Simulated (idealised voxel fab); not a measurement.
Herein follows the process module entitled voxel transistor to metal.
The figure presents cross-section cut, which has a width of 150 nm and is divided into square cells with an edge length of 5 nm.
A cross-section is written here as square cells arranged in a grid, and it is given in bands from the top down, each band taking up one or more rows of cells. Per band: top height and bottom height in nm, followed by the left-to-right materials and their widths in nm; "full width" marks a single material spanning edge to edge, "air" marks empty space. Where do heights start? At 0: under that level the wafer as delivered is made of one material only. And the lowest band has no floor; it just carries on downward, as in "top 0, no bottom". The notation "30->40" denotes a width that varies across the rows of cells in the band, beginning at the first number in the top row, finishing at the second number in the bottom row, and changing by an identical amount from each row to the next. The designation "remains unaltered", where it is given for a processing step, indicates that no cell of the cross-section was altered in the course of that step. The entry titled "Sealed void inventory" provides the empty spaces that have no open way to the top, restricted to those of 8 cells or more. Each is presented as width x height at distance, the distance being measured from the left edge, with all three in nm. Anything after a step's settings on that line? It's the simulator's own note about the step. A step's line can hold "overlay nm"; with a mask on that step, the setting says how far right of the planned place the mask lay, while a negative setting says it lay to the left. What follows is a series of pairs. Each pair shows a cross-section before one process step and the cross-section after it, and the after view is drawn only down to the lowest band that changed. Beneath each pair is the step that lies between the two, with its settings. Pairs may come from different runs of this module on the same starting wafer, so a pair continues from the one above it only where its entry headed "State before step" says so.

State before step:
top 35, bottom 20: 60 of air, then 5 of SiO2, then 15 of SiCN, then 5 of SiO2, then 65 of air
top 20, bottom 5: 60 of air, then 5 of SiO2, then 15 of polySi, then 5 of SiO2, then 65 of air
top 5, bottom -5: 20 of SiO2, then 40 of air, then 5 of SiO2, then 15 of polySi, then 5 of SiO2, then 40 of air, then 25 of SiO2
top -5, bottom -10: 20 of SiO2, then 5 of air, then 95 of SiO2, then 5 of air, then 25 of SiO2
top -10, bottom -15: 35 of SiO2, then 75 of Si, then 40 of SiO2
top -15, bottom -45: 30 of SiO2, then 85 of Si, then 35 of SiO2
top -45, no bottom: Si full width
Sealed void inventory: none

Sectional Result:
top 45, bottom 35: 50 of air, then 45 of SiN, then 55 of air
top 35, bottom 20: 50 of air, then 10 of SiN, then 5 of SiO2, then 15 of SiCN, then 5 of SiO2, then 10 of SiN, then 55 of air
top 20, bottom 15: 50 of air, then 10 of SiN, then 5 of SiO2, then 15 of polySi, then 5 of SiO2, then 10 of SiN, then 55 of air
top 15, bottom 5: 30 of SiN, then 20 of air, then 10 of SiN, then 5 of SiO2, then 15 of polySi, then 5 of SiO2, then 10 of SiN, then 20 of air, then 35 of SiN
top 5, bottom -5: 20 of SiO2, then 40 of SiN, then 5 of SiO2, then 15 of polySi, then 5 of SiO2, then 40 of SiN, then 25 of SiO2
top -5, bottom -10: 20 of SiO2, then 5 of SiN, then 95 of SiO2, then 5 of SiN, then 25 of SiO2
Anything lower than -10 is untouched.
Sealed void inventory: none
Step applied between the pre-step and post-step cross-sections shown above: CONFORMAL_DEP, material SiN, thk nm 10

State before step: cross-section not repeated; it is the one shown after the step in the pair just above.

Sectional Result:
top 35, bottom 20: 50 of air, then 10 of SiN, then 5 of SiO2, then 15 of SiCN, then 5 of SiO2, then 10 of SiN, then 55 of air
top 20, bottom 5: 50 of air, then 10 of SiN, then 5 of SiO2, then 15 of polySi, then 5 of SiO2, then 10 of SiN, then 55 of air
top 5, bottom -5: 20 of SiO2, then 10 of SiN, then 20 of air, then 10 of SiN, then 5 of SiO2, then 15 of polySi, then 5 of SiO2, then 10 of SiN, then 20 of air, then 10 of SiN, then 25 of SiO2
Anything lower than -5 is untouched.
Sealed void inventory: none
Step applied between the pre-step and post-step cross-sections shown above: DIRECTIONAL_ETCH, etch materials SiN, depth nm 10

State before step: cross-section not repeated; it is the one shown after the step in the pair just above.

Sectional Result:
top 35, bottom 30: 50 of air, then 10 of SiN, then 5 of air, then 15 of SiCN, then 5 of air, then 10 of SiN, then 55 of air
top 30, bottom 20: 50 of air, then 10 of SiN, then 5 of SiO2, then 15 of SiCN, then 5 of SiO2, then 10 of SiN, then 55 of air
top 20, bottom 5: 50 of air, then 10 of SiN, then 5 of SiO2, then 15 of polySi, then 5 of SiO2, then 10 of SiN, then 55 of air
top 5, bottom 0: 20 of air, then 10 of SiN, then 20 of air, then 10 of SiN, then 5 of SiO2, then 15 of polySi, then 5 of SiO2, then 10 of SiN, then 20 of air, then 10 of SiN, then 25 of air
top 0, bottom -5: 20 of SiO2, then 10 of SiN, then 20 of air, then 10 of SiN, then 5 of SiO2, then 15 of polySi, then 5 of SiO2, then 10 of SiN, then 20 of air, then 10 of SiN, then 25 of SiO2
top -5, bottom -10: 20 of SiO2, then 5 of SiN, then 5 of SiO2, then 20 of air, then 45 of SiO2, then 20 of air, then 5 of SiO2, then 5 of SiN, then 25 of SiO2
Anything lower than -10 is untouched.
Sealed void inventory: none
Step applied between the pre-step and post-step cross-sections shown above: DIRECTIONAL_ETCH, etch materials SiO2, depth nm 5

State before step: cross-section not repeated; it is the one shown after the step in the pair just above.

Sectional Result:
top 35, bottom 30: 50 of air, then 10 of SiN, then 5 of air, then 15 of SiCN, then 5 of air, then 10 of SiN, then 55 of air
top 30, bottom 20: 50 of air, then 10 of SiN, then 5 of SiO2, then 15 of SiCN, then 5 of SiO2, then 10 of SiN, then 55 of air
top 20, bottom 5: 50 of air, then 10 of SiN, then 5 of SiO2, then 15 of polySi, then 5 of SiO2, then 10 of SiN, then 55 of air
top 5, bottom 0: 20 of air, then 10 of SiN, then 20 of air, then 10 of SiN, then 5 of SiO2, then 15 of polySi, then 5 of SiO2, then 10 of SiN, then 20 of air, then 10 of SiN, then 25 of air
top 0, bottom -5: 20 of SiO2, then 10 of SiN, then 20 of air, then 10 of SiN, then 5 of SiO2, then 15 of polySi, then 5 of SiO2, then 10 of SiN, then 20 of air, then 10 of SiN, then 25 of SiO2
top -5, bottom -10: 20 of SiO2, then 5 of SiN, then 5 of SiO2, then 20 of SiGe, then 45 of SiO2, then 20 of SiGe, then 5 of SiO2, then 5 of SiN, then 25 of SiO2
Anything lower than -10 is untouched.
Sealed void inventory: none
Step applied between the pre-step and post-step cross-sections shown above: EPI, material SiGe, thk nm 5

State before step: cross-section not repeated; it is the one shown after the step in the pair just above.

Sectional Result:
top 45, bottom 35: SiO2 full width
top 35, bottom 20: 50 of SiO2, then 10 of SiN, then 5 of SiO2, then 15 of SiCN, then 5 of SiO2, then 10 of SiN, then 55 of SiO2
top 20, bottom 5: 50 of SiO2, then 10 of SiN, then 5 of SiO2, then 15 of polySi, then 5 of SiO2, then 10 of SiN, then 55 of SiO2
top 5, bottom -5: 20 of SiO2, then 10 of SiN, then 20 of SiO2, then 10 of SiN, then 5 of SiO2, then 15 of polySi, then 5 of SiO2, then 10 of SiN, then 20 of SiO2, then 10 of SiN, then 25 of SiO2
Anything lower than -5 is untouched.
Sealed void inventory: none
Step applied between the pre-step and post-step cross-sections shown above: FILL_DEP, material SiO2, thk nm 10

State before step: cross-section not repeated; it is the one shown after the step in the pair just above.

Sectional Result:
top 35, bottom 20: 50 of SiO2, then 10 of SiN, then 5 of SiO2, then 15 of SiCN, then 5 of SiO2, then 10 of SiN, then 55 of SiO2
Anything lower than 20 is untouched.
Sealed void inventory: none
Step applied between the pre-step and post-step cross-sections shown above: CMP, height nm 35

State before step: cross-section not repeated; it is the one shown after the step in the pair just above.

Sectional Result:
top 50, bottom 35: SiO2 full width
Anything lower than 35 is untouched.
Sealed void inventory: none
Step applied between the pre-step and post-step cross-sections shown above: DIRECTIONAL_DEP, material SiO2, thk nm 15

State before step: cross-section not repeated; it is the one shown after the step in the pair just above.

Sectional Result:
top 50, bottom 35: 30 of SiO2, then 30 of air, then 25 of SiO2, then 30 of air, then 35 of SiO2
top 35, bottom 20: 30 of SiO2, then 20 of air, then 10 of SiN, then 5 of SiO2, then 15 of SiCN, then 5 of SiO2, then 10 of SiN, then 20 of air, then 35 of SiO2
top 20, bottom 5: 30 of SiO2, then 20 of air, then 10 of SiN, then 5 of SiO2, then 15 of polySi, then 5 of SiO2, then 10 of SiN, then 20 of air, then 35 of SiO2
top 5, bottom -5: 20 of SiO2, then 10 of SiN, then 20 of air, then 10 of SiN, then 5 of SiO2, then 15 of polySi, then 5 of SiO2, then 10 of SiN, then 20 of air, then 10 of SiN, then 25 of SiO2
Anything lower than -5 is untouched.
Sealed void inventory: none
Step applied between the pre-step and post-step cross-sections shown above: MASKED_ETCH, tone open, mask id CONTACT, width nm 30, pitch nm 55, etch materials SiO2, depth nm 55, overlay nm 0

State before step: cross-section not repeated; it is the one shown after the step in the pair just above.

Sectional Result:
top 55, bottom 50: 35 of TiN, then 20 of air, then 35 of TiN, then 20 of air, then 40 of TiN
top 50, bottom 40: 30 of SiO2, then 5 of TiN, then 20 of air, then 5 of TiN, then 25 of SiO2, then 5 of TiN, then 20 of air, then 5 of TiN, then 35 of SiO2
top 40, bottom 35: 30 of SiO2, then 5 of TiN, then 10 of air, then 15 of TiN, then 25 of SiO2, then 15 of TiN, then 10 of air, then 5 of TiN, then 35 of SiO2
top 35, bottom 20: 30 of SiO2, then 5 of TiN, then 10 of air, then 5 of TiN, then 10 of SiN, then 5 of SiO2, then 15 of SiCN, then 5 of SiO2, then 10 of SiN, then 5 of TiN, then 10 of air, then 5 of TiN, then 35 of SiO2
top 20, bottom 5: 30 of SiO2, then 5 of TiN, then 10 of air, then 5 of TiN, then 10 of SiN, then 5 of SiO2, then 15 of polySi, then 5 of SiO2, then 10 of SiN, then 5 of TiN, then 10 of air, then 5 of TiN, then 35 of SiO2
top 5, bottom 0: 20 of SiO2, then 10 of SiN, then 5 of TiN, then 10 of air, then 5 of TiN, then 10 of SiN, then 5 of SiO2, then 15 of polySi, then 5 of SiO2, then 10 of SiN, then 5 of TiN, then 10 of air, then 5 of TiN, then 10 of SiN, then 25 of SiO2
top 0, bottom -5: 20 of SiO2, then 10 of SiN, then 20 of TiN, then 10 of SiN, then 5 of SiO2, then 15 of polySi, then 5 of SiO2, then 10 of SiN, then 20 of TiN, then 10 of SiN, then 25 of SiO2
Anything lower than -5 is untouched.
Sealed void inventory: none
Step applied between the pre-step and post-step cross-sections shown above: CONFORMAL_DEP, material TiN, thk nm 5

State before step: cross-section not repeated; it is the one shown after the step in the pair just above.

Sectional Result:
top 60, bottom 55: W full width
top 55, bottom 50: 35 of TiN, then 20 of W, then 35 of TiN, then 20 of W, then 40 of TiN
top 50, bottom 40: 30 of SiO2, then 5 of TiN, then 20 of W, then 5 of TiN, then 25 of SiO2, then 5 of TiN, then 20 of W, then 5 of TiN, then 35 of SiO2
top 40, bottom 35: 30 of SiO2, then 5 of TiN, then 10 of W, then 15 of TiN, then 25 of SiO2, then 15 of TiN, then 10 of W, then 5 of TiN, then 35 of SiO2
top 35, bottom 20: 30 of SiO2, then 5 of TiN, then 10 of W, then 5 of TiN, then 10 of SiN, then 5 of SiO2, then 15 of SiCN, then 5 of SiO2, then 10 of SiN, then 5 of TiN, then 10 of W, then 5 of TiN, then 35 of SiO2
top 20, bottom 5: 30 of SiO2, then 5 of TiN, then 10 of W, then 5 of TiN, then 10 of SiN, then 5 of SiO2, then 15 of polySi, then 5 of SiO2, then 10 of SiN, then 5 of TiN, then 10 of W, then 5 of TiN, then 35 of SiO2
top 5, bottom 0: 20 of SiO2, then 10 of SiN, then 5 of TiN, then 10 of W, then 5 of TiN, then 10 of SiN, then 5 of SiO2, then 15 of polySi, then 5 of SiO2, then 10 of SiN, then 5 of TiN, then 10 of W, then 5 of TiN, then 10 of SiN, then 25 of SiO2
Anything lower than 0 is untouched.
Sealed void inventory: none
Step applied between the pre-step and post-step cross-sections shown above: FILL_DEP, material W, thk nm 5

State before step: cross-section not repeated; it is the one shown after the step in the pair just above.

Sectional Result:
top 50, bottom 40: 30 of SiO2, then 5 of TiN, then 20 of W, then 5 of TiN, then 25 of SiO2, then 5 of TiN, then 20 of W, then 5 of TiN, then 35 of SiO2
Anything lower than 40 is untouched.
Sealed void inventory: none
Step applied between the pre-step and post-step cross-sections shown above: CMP, height nm 50

State before step: cross-section not repeated; it is the one shown after the step in the pair just above.

Sectional Result:
top 55, bottom 50: SiN full width
Anything lower than 50 is untouched.
Sealed void inventory: none
Step applied between the pre-step and post-step cross-sections shown above: CONFORMAL_DEP, material SiN, thk nm 5

State before step: cross-section not repeated; it is the one shown after the step in the pair just above.

Sectional Result:
top 70, bottom 55: lowk full width
Anything lower than 55 is untouched.
Sealed void inventory: none
Step applied between the pre-step and post-step cross-sections shown above: DIRECTIONAL_DEP, material lowk, thk nm 15

State before step: cross-section not repeated; it is the one shown after the step in the pair just above.

Sectional Result:
top 70, bottom 55: 30 of lowk, then 15 of air, then 55 of lowk, then 15 of air, then 35 of lowk
Anything lower than 55 is untouched.
Sealed void inventory: none
Step applied between the pre-step and post-step cross-sections shown above: MASKED_ETCH, tone open, mask id METAL_1, width nm 15, pitch nm 70, etch materials lowk, depth nm 15, overlay nm 0

State before step: cross-section not repeated; it is the one shown after the step in the pair just above.

Sectional Result:
top 70, bottom 55: 30 of lowk, then 15 of air, then 55 of lowk, then 15 of air, then 35 of lowk
top 55, bottom 50: 30 of SiN, then 15 of air, then 55 of SiN, then 15 of air, then 35 of SiN
Anything lower than 50 is untouched.
Sealed void inventory: none
Step applied between the pre-step and post-step cross-sections shown above: MASKED_ETCH, tone open, mask id METAL_1, width nm 15, pitch nm 70, etch materials SiN, depth nm 5, overlay nm 0

State before step: cross-section not repeated; it is the one shown after the step in the pair just above.

Sectional Result:
top 75, bottom 70: 35 of TiN, then 5 of air, then 65 of TiN, then 5 of air, then 40 of TiN
top 70, bottom 55: 30 of lowk, then 5 of TiN, then 5 of air, then 5 of TiN, then 55 of lowk, then 5 of TiN, then 5 of air, then 5 of TiN, then 35 of lowk
top 55, bottom 50: 30 of SiN, then 15 of TiN, then 55 of SiN, then 15 of TiN, then 35 of SiN
Anything lower than 50 is untouched.
Sealed void inventory: none
Step applied between the pre-step and post-step cross-sections shown above: CONFORMAL_DEP, material TiN, thk nm 5

State before step: cross-section not repeated; it is the one shown after the step in the pair just above.

Sectional Result:
top 80, bottom 75: Cu full width
top 75, bottom 70: 35 of TiN, then 5 of Cu, then 65 of TiN, then 5 of Cu, then 40 of TiN
top 70, bottom 55: 30 of lowk, then 5 of TiN, then 5 of Cu, then 5 of TiN, then 55 of lowk, then 5 of TiN, then 5 of Cu, then 5 of TiN, then 35 of lowk
Anything lower than 55 is untouched.
Sealed void inventory: none
Step applied between the pre-step and post-step cross-sections shown above: FILL_DEP, material Cu, thk nm 5

State before step: cross-section not repeated; it is the one shown after the step in the pair just above.

Sectional Result:
top 70, bottom 55: 30 of lowk, then 5 of TiN, then 5 of Cu, then 5 of TiN, then 55 of lowk, then 5 of TiN, then 5 of Cu, then 5 of TiN, then 35 of lowk
Anything lower than 55 is untouched.
Sealed void inventory: none
Step applied between the pre-step and post-step cross-sections shown above: CMP, height nm 70

State before step: cross-section not repeated; it is the one shown after the step in the pair just above.

Sectional Result:
top 75, bottom 70: SiCN full width
Anything lower than 70 is untouched.
Sealed void inventory: none
Step applied between the pre-step and post-step cross-sections shown above: CONFORMAL_DEP, material SiCN, thk nm 5

State before step:
top 10, bottom 0: 25 of SiO2, then 95 of air, then 30 of SiO2
top 0, bottom -5: SiO2 full width
top -5, bottom -45: 30 of SiO2, then 85 of Si, then 35 of SiO2
top -45, no bottom: Si full width
Sealed void inventory: none

Sectional Result:
top -5, bottom -15: 10 of SiO2, then 20 of air, then 85 of Si, then 20 of air, then 15 of SiO2
Anything lower than -15 is untouched.
Sealed void inventory: none
Step applied between the pre-step and post-step cross-sections shown above: SELECTIVE_ETCH, etch materials SiO2, depth nm 15

State before step: cross-section not repeated; it is the one shown after the step in the pair just above.

Sectional Result:
top -5, bottom -10: 10 of SiO2, then 20 of air, then 85 of SiO2, then 20 of air, then 15 of SiO2
top -10, bottom -15: 10 of SiO2, then 20 of air, then 5 of SiO2, then 75 of Si, then 5 of SiO2, then 20 of air, then 15 of SiO2
top -15, bottom -20: 35 of SiO2, then 75 of Si, then 40 of SiO2
Anything lower than -20 is untouched.
Sealed void inventory: none
Step applied between the pre-step and post-step cross-sections shown above: OXIDIZE, depth nm 5

State before step: cross-section not repeated; it is the one shown after the step in the pair just above.

Sectional Result:
top 20, bottom 10: 10 of polySi, then 20 of air, then 85 of polySi, then 20 of air, then 15 of polySi
top 10, bottom -5: polySi full width
top -5, bottom -10: 10 of SiO2, then 20 of polySi, then 85 of SiO2, then 20 of polySi, then 15 of SiO2
top -10, bottom -15: 10 of SiO2, then 20 of polySi, then 5 of SiO2, then 75 of Si, then 5 of SiO2, then 20 of polySi, then 15 of SiO2
Anything lower than -15 is untouched.
Sealed void inventory: none
Step applied between the pre-step and post-step cross-sections shown above: DIRECTIONAL_DEP, material polySi, thk nm 25

State before step: cross-section not repeated; it is the one shown after the step in the pair just above.

Sectional Result:
top 35, bottom 25: 10 of SiCN, then 20 of air, then 85 of SiCN, then 20 of air, then 15 of SiCN
top 25, bottom 20: SiCN full width
top 20, bottom 10: 10 of polySi, then 20 of SiCN, then 85 of polySi, then 20 of SiCN, then 15 of polySi
Anything lower than 10 is untouched.
Sealed void inventory: none
Step applied between the pre-step and post-step cross-sections shown above: DIRECTIONAL_DEP, material SiCN, thk nm 15

State before step: cross-section not repeated; it is the one shown after the step in the pair just above.

Sectional Result:
top 45, bottom 35: 10 of aC, then 20 of air, then 85 of aC, then 20 of air, then 15 of aC
top 35, bottom 25: 10 of SiCN, then 20 of aC, then 85 of SiCN, then 20 of aC, then 15 of SiCN
Anything lower than 25 is untouched.
Sealed void inventory: none
Step applied between the pre-step and post-step cross-sections shown above: DIRECTIONAL_DEP, material aC, thk nm 10

State before step: cross-section not repeated; it is the one shown after the step in the pair just above.

Sectional Result:
top 75, bottom 45: 65 of air, then 15 of resist, then 70 of air
Anything lower than 45 is untouched.
Sealed void inventory: none
Step applied between the pre-step and post-step cross-sections shown above: PATTERN, tone cover, mask id GATE, material resist, width nm 15, thk nm 30, overlay nm 0

State before step: cross-section not repeated; it is the one shown after the step in the pair just above.

Sectional Result:
top 65, bottom 45: 65 of air, then 15 of resist, then 70 of air
top 45, bottom 35: 65 of air, then 15 of aC, then 70 of air
top 35, bottom 25: 10 of SiCN, then 20 of air, then 85 of SiCN, then 20 of air, then 15 of SiCN
Anything lower than 25 is untouched.
Sealed void inventory: none
Step applied between the pre-step and post-step cross-sections shown above: DIRECTIONAL_ETCH, etch materials aC, depth nm 10

State before step: cross-section not repeated; it is the one shown after the step in the pair just above.

Sectional Result:
top 45, bottom 35: 65 of air, then 15 of aC, then 70 of air
Anything lower than 35 is untouched.
Sealed void inventory: none
Step applied between the pre-step and post-step cross-sections shown above: STRIP, etch materials resist

State before step: cross-section not repeated; it is the one shown after the step in the pair just above.

Sectional Result:
top 45, bottom 35: 65 of air, then 15 of aC, then 70 of air
top 35, bottom 20: 65 of air, then 15 of SiCN, then 70 of air
top 20, bottom 10: 10 of polySi, then 20 of air, then 85 of polySi, then 20 of air, then 15 of polySi
Anything lower than 10 is untouched.
Sealed void inventory: none
Step applied between the pre-step and post-step cross-sections shown above: DIRECTIONAL_ETCH, etch materials SiCN, depth nm 25

State before step: cross-section not repeated; it is the one shown after the step in the pair just above.

Sectional Result:
top 45, bottom 35: 65 of air, then 15 of aC, then 70 of air
top 35, bottom 20: 65 of air, then 15 of SiCN, then 70 of air
top 20, bottom -5: 65 of air, then 15 of polySi, then 70 of air
top -5, bottom -10: 10 of SiO2, then 20 of air, then 85 of SiO2, then 20 of air, then 15 of SiO2
top -10, bottom -15: 10 of SiO2, then 20 of air, then 5 of SiO2, then 75 of Si, then 5 of SiO2, then 20 of air, then 15 of SiO2
Anything lower than -15 is untouched.
Sealed void inventory: none
Step applied between the pre-step and post-step cross-sections shown above: DIRECTIONAL_ETCH, etch materials polySi, depth nm 35

State before step: cross-section not repeated; it is the one shown after the step in the pair just above.

Sectional Result:
top 35, bottom 20: 65 of air, then 15 of SiCN, then 70 of air
Anything lower than 20 is untouched.
Sealed void inventory: none
Step applied between the pre-step and post-step cross-sections shown above: STRIP, etch materials aC

State before step: cross-section not repeated; it is the one shown after the step in the pair just above.

Sectional Result:
top 40, bottom 35: 60 of air, then 25 of SiO2, then 65 of air
top 35, bottom 20: 60 of air, then 5 of SiO2, then 15 of SiCN, then 5 of SiO2, then 65 of air
top 20, bottom 0: 60 of air, then 5 of SiO2, then 15 of polySi, then 5 of SiO2, then 65 of air
top 0, bottom -5: 15 of SiO2, then 10 of air, then 40 of SiO2, then 15 of polySi, then 40 of SiO2, then 10 of air, then 20 of SiO2
top -5, bottom -10: 15 of SiO2, then 10 of air, then 95 of SiO2, then 10 of air, then 20 of SiO2
top -10, bottom -20: 35 of SiO2, then 75 of Si, then 40 of SiO2
Anything lower than -20 is untouched.
Sealed void inventory: none
Step applied between the pre-step and post-step cross-sections shown above: CONFORMAL_DEP, material SiO2, thk nm 5

State before step: cross-section not repeated; it is the one shown after the step in the pair just above.

Sectional Result:
top 35, bottom 20: 60 of air, then 5 of SiO2, then 15 of SiCN, then 5 of SiO2, then 65 of air
top 20, bottom -5: 60 of air, then 5 of SiO2, then 15 of polySi, then 5 of SiO2, then 65 of air
top -5, bottom -10: 15 of SiO2, then 10 of air, then 95 of SiO2, then 10 of air, then 20 of SiO2
top -10, bottom -15: 15 of SiO2, then 10 of air, then 10 of SiO2, then 75 of Si, then 10 of SiO2, then 10 of air, then 20 of SiO2
Anything lower than -15 is untouched.
Sealed void inventory: none
Step applied between the pre-step and post-step cross-sections shown above: DIRECTIONAL_ETCH, etch materials SiO2, depth nm 5

State before step: cross-section not repeated; it is the one shown after the step in the pair just above.

Sectional Result:
top 45, bottom 35: 50 of air, then 45 of SiN, then 55 of air
top 35, bottom 20: 50 of air, then 10 of SiN, then 5 of SiO2, then 15 of SiCN, then 5 of SiO2, then 10 of SiN, then 55 of air
top 20, bottom 5: 50 of air, then 10 of SiN, then 5 of SiO2, then 15 of polySi, then 5 of SiO2, then 10 of SiN, then 55 of air
top 5, bottom -5: 60 of SiN, then 5 of SiO2, then 15 of polySi, then 5 of SiO2, then 65 of SiN
top -5, bottom -10: 15 of SiO2, then 10 of SiN, then 95 of SiO2, then 10 of SiN, then 20 of SiO2
top -10, bottom -15: 15 of SiO2, then 10 of SiN, then 10 of SiO2, then 75 of Si, then 10 of SiO2, then 10 of SiN, then 20 of SiO2
Anything lower than -15 is untouched.
Sealed void inventory: none
Step applied between the pre-step and post-step cross-sections shown above: CONFORMAL_DEP, material SiN, thk nm 10

State before step: cross-section not repeated; it is the one shown after the step in the pair just above.

Sectional Result:
top 35, bottom 20: 50 of air, then 10 of SiN, then 5 of SiO2, then 15 of SiCN, then 5 of SiO2, then 10 of SiN, then 55 of air
top 20, bottom -5: 50 of air, then 10 of SiN, then 5 of SiO2, then 15 of polySi, then 5 of SiO2, then 10 of SiN, then 55 of air
Anything lower than -5 is untouched.
Sealed void inventory: none
Step applied between the pre-step and post-step cross-sections shown above: DIRECTIONAL_ETCH, etch materials SiN, depth nm 10

State before step: cross-section not repeated; it is the one shown after the step in the pair just above.

Sectional Result:
top 35, bottom 30: 50 of air, then 10 of SiN, then 5 of air, then 15 of SiCN, then 5 of air, then 10 of SiN, then 55 of air
top 30, bottom 20: 50 of air, then 10 of SiN, then 5 of SiO2, then 15 of SiCN, then 5 of SiO2, then 10 of SiN, then 55 of air
top 20, bottom -5: 50 of air, then 10 of SiN, then 5 of SiO2, then 15 of polySi, then 5 of SiO2, then 10 of SiN, then 55 of air
top -5, bottom -10: 15 of air, then 10 of SiN, then 25 of air, then 45 of SiO2, then 25 of air, then 10 of SiN, then 20 of air
Anything lower than -10 is untouched.
Sealed void inventory: none
Step applied between the pre-step and post-step cross-sections shown above: DIRECTIONAL_ETCH, etch materials SiO2, depth nm 5

State before step: cross-section not repeated; it is the one shown after the step in the pair just above.

Sectional Result:
top 35, bottom 30: 50 of air, then 10 of SiN, then 5 of air, then 15 of SiCN, then 5 of air, then 10 of SiN, then 55 of air
top 30, bottom 20: 50 of air, then 10 of SiN, then 5 of SiO2, then 15 of SiCN, then 5 of SiO2, then 10 of SiN, then 55 of air
top 20, bottom -5: 50 of air, then 10 of SiN, then 5 of SiO2, then 15 of polySi, then 5 of SiO2, then 10 of SiN, then 55 of air
top -5, bottom -10: 15 of air, then 10 of SiN, then 5 of air, then 20 of SiGe, then 45 of SiO2, then 20 of SiGe, then 5 of air, then 10 of SiN, then 20 of air
Anything lower than -10 is untouched.
Sealed void inventory: none
Step applied between the pre-step and post-step cross-sections shown above: EPI, material SiGe, thk nm 5

State before step: cross-section not repeated; it is the one shown after the step in the pair just above.

Sectional Result:
top 45, bottom 35: SiO2 full width
top 35, bottom 20: 50 of SiO2, then 10 of SiN, then 5 of SiO2, then 15 of SiCN, then 5 of SiO2, then 10 of SiN, then 55 of SiO2
top 20, bottom -5: 50 of SiO2, then 10 of SiN, then 5 of SiO2, then 15 of polySi, then 5 of SiO2, then 10 of SiN, then 55 of SiO2
top -5, bottom -10: 15 of SiO2, then 10 of SiN, then 5 of SiO2, then 20 of SiGe, then 45 of SiO2, then 20 of SiGe, then 5 of SiO2, then 10 of SiN, then 20 of SiO2
Anything lower than -10 is untouched.
Sealed void inventory: none
Step applied between the pre-step and post-step cross-sections shown above: FILL_DEP, material SiO2, thk nm 10

State before step: cross-section not repeated; it is the one shown after the step in the pair just above.

Sectional Result:
top 35, bottom 20: 50 of SiO2, then 10 of SiN, then 5 of SiO2, then 15 of SiCN, then 5 of SiO2, then 10 of SiN, then 55 of SiO2
Anything lower than 20 is untouched.
Sealed void inventory: none
Step applied between the pre-step and post-step cross-sections shown above: CMP, height nm 35

State before step: cross-section not repeated; it is the one shown after the step in the pair just above.

Sectional Result:
top 50, bottom 35: SiO2 full width
Anything lower than 35 is untouched.
Sealed void inventory: none
Step applied between the pre-step and post-step cross-sections shown above: DIRECTIONAL_DEP, material SiO2, thk nm 15

State before step: cross-section not repeated; it is the one shown after the step in the pair just above.

Sectional Result:
top 50, bottom 35: 30 of SiO2, then 30 of air, then 25 of SiO2, then 30 of air, then 35 of SiO2
top 35, bottom 20: 30 of SiO2, then 20 of air, then 10 of SiN, then 5 of SiO2, then 15 of SiCN, then 5 of SiO2, then 10 of SiN, then 20 of air, then 35 of SiO2
top 20, bottom -5: 30 of SiO2, then 20 of air, then 10 of SiN, then 5 of SiO2, then 15 of polySi, then 5 of SiO2, then 10 of SiN, then 20 of air, then 35 of SiO2
Anything lower than -5 is untouched.
Sealed void inventory: none
Step applied between the pre-step and post-step cross-sections shown above: MASKED_ETCH, tone open, mask id CONTACT, width nm 30, pitch nm 55, etch materials SiO2, depth nm 55, overlay nm 0

State before step: cross-section not repeated; it is the one shown after the step in the pair just above.

Sectional Result:
top 55, bottom 50: 35 of TiN, then 20 of air, then 35 of TiN, then 20 of air, then 40 of TiN
top 50, bottom 40: 30 of SiO2, then 5 of TiN, then 20 of air, then 5 of TiN, then 25 of SiO2, then 5 of TiN, then 20 of air, then 5 of TiN, then 35 of SiO2
top 40, bottom 35: 30 of SiO2, then 5 of TiN, then 10 of air, then 15 of TiN, then 25 of SiO2, then 15 of TiN, then 10 of air, then 5 of TiN, then 35 of SiO2
top 35, bottom 20: 30 of SiO2, then 5 of TiN, then 10 of air, then 5 of TiN, then 10 of SiN, then 5 of SiO2, then 15 of SiCN, then 5 of SiO2, then 10 of SiN, then 5 of TiN, then 10 of air, then 5 of TiN, then 35 of SiO2
top 20, bottom 0: 30 of SiO2, then 5 of TiN, then 10 of air, then 5 of TiN, then 10 of SiN, then 5 of SiO2, then 15 of polySi, then 5 of SiO2, then 10 of SiN, then 5 of TiN, then 10 of air, then 5 of TiN, then 35 of SiO2
top 0, bottom -5: 30 of SiO2, then 20 of TiN, then 10 of SiN, then 5 of SiO2, then 15 of polySi, then 5 of SiO2, then 10 of SiN, then 20 of TiN, then 35 of SiO2
Anything lower than -5 is untouched.
Sealed void inventory: none
Step applied between the pre-step and post-step cross-sections shown above: CONFORMAL_DEP, material TiN, thk nm 5

State before step: cross-section not repeated; it is the one shown after the step in the pair just above.

Sectional Result:
top 60, bottom 55: W full width
top 55, bottom 50: 35 of TiN, then 20 of W, then 35 of TiN, then 20 of W, then 40 of TiN
top 50, bottom 40: 30 of SiO2, then 5 of TiN, then 20 of W, then 5 of TiN, then 25 of SiO2, then 5 of TiN, then 20 of W, then 5 of TiN, then 35 of SiO2
top 40, bottom 35: 30 of SiO2, then 5 of TiN, then 10 of W, then 15 of TiN, then 25 of SiO2, then 15 of TiN, then 10 of W, then 5 of TiN, then 35 of SiO2
top 35, bottom 20: 30 of SiO2, then 5 of TiN, then 10 of W, then 5 of TiN, then 10 of SiN, then 5 of SiO2, then 15 of SiCN, then 5 of SiO2, then 10 of SiN, then 5 of TiN, then 10 of W, then 5 of TiN, then 35 of SiO2
top 20, bottom 0: 30 of SiO2, then 5 of TiN, then 10 of W, then 5 of TiN, then 10 of SiN, then 5 of SiO2, then 15 of polySi, then 5 of SiO2, then 10 of SiN, then 5 of TiN, then 10 of W, then 5 of TiN, then 35 of SiO2
Anything lower than 0 is untouched.
Sealed void inventory: none
Step applied between the pre-step and post-step cross-sections shown above: FILL_DEP, material W, thk nm 5

State before step: cross-section not repeated; it is the one shown after the step in the pair just above.

Sectional Result:
top 50, bottom 40: 30 of SiO2, then 5 of TiN, then 20 of W, then 5 of TiN, then 25 of SiO2, then 5 of TiN, then 20 of W, then 5 of TiN, then 35 of SiO2
Anything lower than 40 is untouched.
Sealed void inventory: none
Step applied between the pre-step and post-step cross-sections shown above: CMP, height nm 50

State before step: cross-section not repeated; it is the one shown after the step in the pair just above.

Sectional Result:
top 55, bottom 50: SiN full width
Anything lower than 50 is untouched.
Sealed void inventory: none
Step applied between the pre-step and post-step cross-sections shown above: CONFORMAL_DEP, material SiN, thk nm 5

State before step: cross-section not repeated; it is the one shown after the step in the pair just above.

Sectional Result:
top 70, bottom 55: lowk full width
Anything lower than 55 is untouched.
Sealed void inventory: none
Step applied between the pre-step and post-step cross-sections shown above: DIRECTIONAL_DEP, material lowk, thk nm 15
